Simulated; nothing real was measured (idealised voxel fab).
Documented hereafter: the process module known as voxel quadruple lines.
It is cross-section cut that appears here, measuring 215 nm in width, its square cells being 5 nm in size.
Think of the cross-section as a grid of square cells. We describe it in bands, top to bottom, and each band covers one or more rows of those cells.
Within each band entry, the heights of the top and of the bottom of the band appear first, in that order and in nm; the materials of the band then follow from left to right, each with its corresponding width in nm. The designation "everywhere" on a single material indicates that it fills the band from edge to edge; the designation "empty" indicates empty space.
Height is counted from the level 0, under which the received wafer is composed throughout of one material. The lowest of the bands is not closed at the bottom but continues downward, in the notation "0 nm and below".
Graded width ("30->40"): value in top row of band = first number; value in bottom row = second number; row-to-row change constant.
Key: "nothing different" - step with no changed cell in the cross-section.
In "Completely enclosed voids" the enclosed voids are listed, meaning empty spaces of 8 cells or larger without any opening to the top. The form is width x height at distance, distance from the left edge, units nm.
after a step's settings: what the simulator itself notes on the step
overlay nm: how far to the right of its planned place the mask lay on this masked step (negative: to the left).

### Here's what the planned process steps look like
1 RECEIVE with material Si
2 CONFORMAL_DEP with material Al2O3, thk nm 10
3 DIRECTIONAL_DEP with material W, thk nm 15
4 DIRECTIONAL_DEP with material polySi, thk nm 20
5 DIRECTIONAL_DEP with material aC, thk nm 20
6 PATTERN with tone cover, mask id MANDREL, material resist, width nm 25, thk nm 25, overlay nm -15
7 DIRECTIONAL_ETCH with etch materials aC, depth nm 20
8 STRIP with etch materials resist
9 CONFORMAL_DEP with material SiO2, thk nm 15
10 DIRECTIONAL_ETCH with etch materials SiO2, depth nm 15
11 STRIP with etch materials aC
12 DIRECTIONAL_ETCH with etch materials polySi, depth nm 20
13 STRIP with etch materials SiO2
14 CONFORMAL_DEP with material SiCN, thk nm 5
15 DIRECTIONAL_ETCH with etch materials SiCN, depth nm 5
16 STRIP with etch materials polySi
17 DIRECTIONAL_ETCH with etch materials W, depth nm 15
18 STRIP with etch materials SiCN
19 FILL_DEP with material SiO2, thk nm 5
20 CMP with height nm 25
Variable across wafers: step 6 overlay nm (plan value is that of the first wafer; starting state common to all).

### As-received cross-section, first of several wafers, post step 1
0 nm and below  Si everywhere
Completely enclosed voids: none

### For your reference, the table is organized with a row per wafer; each row reflects the wafer at the end of the module, indicating for each material the cells gained (+) or lost (-) since receipt, and thereafter its closed voids
overlay nm -15; +86 Al2O3; +117 SiO2; +12 W; Completely enclosed voids: none
overlay nm -10; +86 Al2O3; +117 SiO2; +12 W; Completely enclosed voids: none
overlay nm -5; +86 Al2O3; +117 SiO2; +12 W; Completely enclosed voids: none
overlay nm 0; +86 Al2O3; +117 SiO2; +12 W; Completely enclosed voids: none
overlay nm 5; +86 Al2O3; +117 SiO2; +12 W; Completely enclosed voids: none
overlay nm 10; +86 Al2O3; +117 SiO2; +12 W; Completely enclosed voids: none
overlay nm 15; +86 Al2O3; +117 SiO2; +12 W; Completely enclosed voids: none
